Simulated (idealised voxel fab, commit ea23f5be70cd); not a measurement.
A process module follows: voxel double patterning.
Square cells of 5 nm make up the cross-section cut, whose width is 230 nm.
A cross-section is a grid of square cells, given in bands from the top down. A band is one or more rows of cells.
Heads up on the band format: heights come first, top then bottom, in nm. After that it's the materials left to right, each with its width in nm. A single material flagged "throughout" fills the whole band edge to edge, and "blank" means there's empty space there.
Basically, 0 is our baseline, since under it the wafer straight out of the box is all one material. The bottom band has no lower end and keeps on going down, so it looks like "z 0 and below".
Note: "30->40" means the width goes from the first number (top row of the band) to the second number (bottom row) in equal steps per row of cells.
No cell of the cross-section changed in a step that is given as "remained the same".
Enclosed voids (no open way to top), threshold 8 cells or more, entry "Encapsulated voids", notation width x height at distance, distance from left edge, nm.
What comes after the settings on a step's line is commentary from the simulator itself on that step.
overlay nm: on a step with a mask, how far right of its planned place the mask lay; negative means left.

THESE ARE THE STEPS WE PLANNED FOR THE PROCESS
step 1: RECEIVE: material Si
step 2: CONFORMAL_DEP: material SiO2, thk nm 5
step 3: DIRECTIONAL_DEP: material TiN, thk nm 20
step 4: DIRECTIONAL_DEP: material SiCN, thk nm 10
step 5: MASKED_ETCH: tone open, mask id FIRST, width nm 15, pitch nm 50, etch materials SiCN, depth nm 10, overlay nm 0
step 6: DIRECTIONAL_DEP: material aC, thk nm 10
step 7: PATTERN: tone open, mask id SECOND, material resist, width nm 15, pitch nm 50, thk nm 25, overlay nm 0
step 8: DIRECTIONAL_ETCH: etch materials aC, depth nm 10
step 9: STRIP: etch materials resist
step 10: DIRECTIONAL_ETCH: etch materials SiCN, depth nm 10
step 11: STRIP: etch materials aC
step 12: DIRECTIONAL_ETCH: etch materials TiN, depth nm 20
step 13: STRIP: etch materials SiCN

THE FIRST OF THE TWO WAFERS, WHICH RAN AS PLANNED

STEP 1 COMPLETE: CROSS-SECTION OF THE WAFER AS RECEIVED
- z 0 and below | Si throughout
- Encapsulated voids: none

WAFER AFTER STEP 2 (CROSS-SECTION)
- z 5 to 0 | SiO2 throughout
- Below a height of 0, the structure has not been altered.

WAFER AFTER STEP 3 (CROSS-SECTION)
- z 25 to 5 | TiN throughout
- Below a height of 5, the structure has not been altered.

WAFER AFTER STEP 4 (CROSS-SECTION)
- z 35 to 25 | SiCN throughout
- Below a height of 25, the structure has not been altered.

WAFER AFTER STEP 5 (CROSS-SECTION)
- z 35 to 25 | SiCN 55 nm; blank 15 nm; SiCN 35 nm; blank 15 nm; SiCN 35 nm; blank 15 nm; SiCN 60 nm
- Below a height of 25, the structure has not been altered.

WAFER AFTER STEP 6 (CROSS-SECTION)
- z 45 to 35 | aC 55 nm; blank 15 nm; aC 35 nm; blank 15 nm; aC 35 nm; blank 15 nm; aC 60 nm
- z 35 to 25 | SiCN 55 nm; aC 15 nm; SiCN 35 nm; aC 15 nm; SiCN 35 nm; aC 15 nm; SiCN 60 nm
- Below a height of 25, the structure has not been altered.

WAFER AFTER STEP 7 (CROSS-SECTION)
- z 70 to 45 | resist 80 nm; blank 15 nm; resist 35 nm; blank 15 nm; resist 85 nm
- z 45 to 35 | aC 55 nm; resist 15 nm; aC 35 nm; resist 15 nm; aC 35 nm; resist 15 nm; aC 60 nm
- Below a height of 35, the structure has not been altered.

WAFER AFTER STEP 8 (CROSS-SECTION)
- z 60 to 45 | resist 80 nm; blank 15 nm; resist 35 nm; blank 15 nm; resist 85 nm
- z 45 to 35 | aC 55 nm; resist 15 nm; aC 10 nm; blank 15 nm; aC 10 nm; resist 15 nm; aC 10 nm; blank 15 nm; aC 10 nm; resist 15 nm; aC 60 nm
- Below a height of 35, the structure has not been altered.

WAFER AFTER STEP 9 (CROSS-SECTION)
- z 45 to 35 | aC 55 nm; blank 15 nm; aC 10 nm; blank 15 nm; aC 10 nm; blank 15 nm; aC 10 nm; blank 15 nm; aC 10 nm; blank 15 nm; aC 60 nm
- Below a height of 35, the structure has not been altered.

WAFER AFTER STEP 10 (CROSS-SECTION)
- z 45 to 35 | aC 55 nm; blank 15 nm; aC 10 nm; blank 15 nm; aC 10 nm; blank 15 nm; aC 10 nm; blank 15 nm; aC 10 nm; blank 15 nm; aC 60 nm
- z 35 to 25 | SiCN 55 nm; aC 15 nm; SiCN 10 nm; blank 15 nm; SiCN 10 nm; aC 15 nm; SiCN 10 nm; blank 15 nm; SiCN 10 nm; aC 15 nm; SiCN 60 nm
- Below a height of 25, the structure has not been altered.

WAFER AFTER STEP 11 (CROSS-SECTION)
- z 35 to 25 | SiCN 55 nm; blank 15 nm; SiCN 10 nm; blank 15 nm; SiCN 10 nm; blank 15 nm; SiCN 10 nm; blank 15 nm; SiCN 10 nm; blank 15 nm; SiCN 60 nm
- Below a height of 25, the structure has not been altered.

WAFER AFTER STEP 12 (CROSS-SECTION)
- z 35 to 25 | SiCN 55 nm; blank 15 nm; SiCN 10 nm; blank 15 nm; SiCN 10 nm; blank 15 nm; SiCN 10 nm; blank 15 nm; SiCN 10 nm; blank 15 nm; SiCN 60 nm
- z 25 to 5 | TiN 55 nm; blank 15 nm; TiN 10 nm; blank 15 nm; TiN 10 nm; blank 15 nm; TiN 10 nm; blank 15 nm; TiN 10 nm; blank 15 nm; TiN 60 nm
- Below a height of 5, the structure has not been altered.

WAFER AFTER STEP 13 (CROSS-SECTION)
- z 25 to 5 | TiN 55 nm; blank 15 nm; TiN 10 nm; blank 15 nm; TiN 10 nm; blank 15 nm; TiN 10 nm; blank 15 nm; TiN 10 nm; blank 15 nm; TiN 60 nm
- Below a height of 5, the structure has not been altered.

SECOND OF TWO: SAME START, SAME PLAN, ONE RUN ERROR; STEPS UP TO AND INCLUDING 1 MATCH THE FIRST

when step 2 should have ended: remained the same

WHEN STEP 3 SHOULD HAVE ENDED
- z 20 to 0 | TiN throughout
- Below a height of 0, the structure has not been altered.

WHEN STEP 4 SHOULD HAVE ENDED
- z 30 to 20 | SiCN throughout
- Below a height of 20, the structure has not been altered.

WHEN STEP 5 SHOULD HAVE ENDED
- z 30 to 20 | SiCN 55 nm; blank 15 nm; SiCN 35 nm; blank 15 nm; SiCN 35 nm; blank 15 nm; SiCN 60 nm
- Below a height of 20, the structure has not been altered.

WHEN STEP 6 SHOULD HAVE ENDED
- z 40 to 30 | aC 55 nm; blank 15 nm; aC 35 nm; blank 15 nm; aC 35 nm; blank 15 nm; aC 60 nm
- z 30 to 20 | SiCN 55 nm; aC 15 nm; SiCN 35 nm; aC 15 nm; SiCN 35 nm; aC 15 nm; SiCN 60 nm
- Below a height of 20, the structure has not been altered.

WHEN STEP 7 SHOULD HAVE ENDED
- z 65 to 40 | resist 80 nm; blank 15 nm; resist 35 nm; blank 15 nm; resist 85 nm
- z 40 to 30 | aC 55 nm; resist 15 nm; aC 35 nm; resist 15 nm; aC 35 nm; resist 15 nm; aC 60 nm
- Below a height of 30, the structure has not been altered.

WHEN STEP 8 SHOULD HAVE ENDED
- z 55 to 40 | resist 80 nm; blank 15 nm; resist 35 nm; blank 15 nm; resist 85 nm
- z 40 to 30 | aC 55 nm; resist 15 nm; aC 10 nm; blank 15 nm; aC 10 nm; resist 15 nm; aC 10 nm; blank 15 nm; aC 10 nm; resist 15 nm; aC 60 nm
- Below a height of 30, the structure has not been altered.

WHEN STEP 9 SHOULD HAVE ENDED
- z 40 to 30 | aC 55 nm; blank 15 nm; aC 10 nm; blank 15 nm; aC 10 nm; blank 15 nm; aC 10 nm; blank 15 nm; aC 10 nm; blank 15 nm; aC 60 nm
- Below a height of 30, the structure has not been altered.

WHEN STEP 10 SHOULD HAVE ENDED
- z 40 to 30 | aC 55 nm; blank 15 nm; aC 10 nm; blank 15 nm; aC 10 nm; blank 15 nm; aC 10 nm; blank 15 nm; aC 10 nm; blank 15 nm; aC 60 nm
- z 30 to 20 | SiCN 55 nm; aC 15 nm; SiCN 10 nm; blank 15 nm; SiCN 10 nm; aC 15 nm; SiCN 10 nm; blank 15 nm; SiCN 10 nm; aC 15 nm; SiCN 60 nm
- Below a height of 20, the structure has not been altered.

WHEN STEP 11 SHOULD HAVE ENDED
- z 30 to 20 | SiCN 55 nm; blank 15 nm; SiCN 10 nm; blank 15 nm; SiCN 10 nm; blank 15 nm; SiCN 10 nm; blank 15 nm; SiCN 10 nm; blank 15 nm; SiCN 60 nm
- Below a height of 20, the structure has not been altered.

WHEN STEP 12 SHOULD HAVE ENDED
- z 30 to 20 | SiCN 55 nm; blank 15 nm; SiCN 10 nm; blank 15 nm; SiCN 10 nm; blank 15 nm; SiCN 10 nm; blank 15 nm; SiCN 10 nm; blank 15 nm; SiCN 60 nm
- z 20 to 0 | TiN 55 nm; blank 15 nm; TiN 10 nm; blank 15 nm; TiN 10 nm; blank 15 nm; TiN 10 nm; blank 15 nm; TiN 10 nm; blank 15 nm; TiN 60 nm
- Below a height of 0, the structure has not been altered.

WHEN STEP 13 SHOULD HAVE ENDED
- z 20 to 0 | TiN 55 nm; blank 15 nm; TiN 10 nm; blank 15 nm; TiN 10 nm; blank 15 nm; TiN 10 nm; blank 15 nm; TiN 10 nm; blank 15 nm; TiN 60 nm
- Below a height of 0, the structure has not been altered.
In executing the process, a mistake was made relative to the plan: step 2 of the plan was jumped over and never run
Per the end-of-run cell counts, the second wafer holds more or fewer of some materials than the first: SiO2 -46
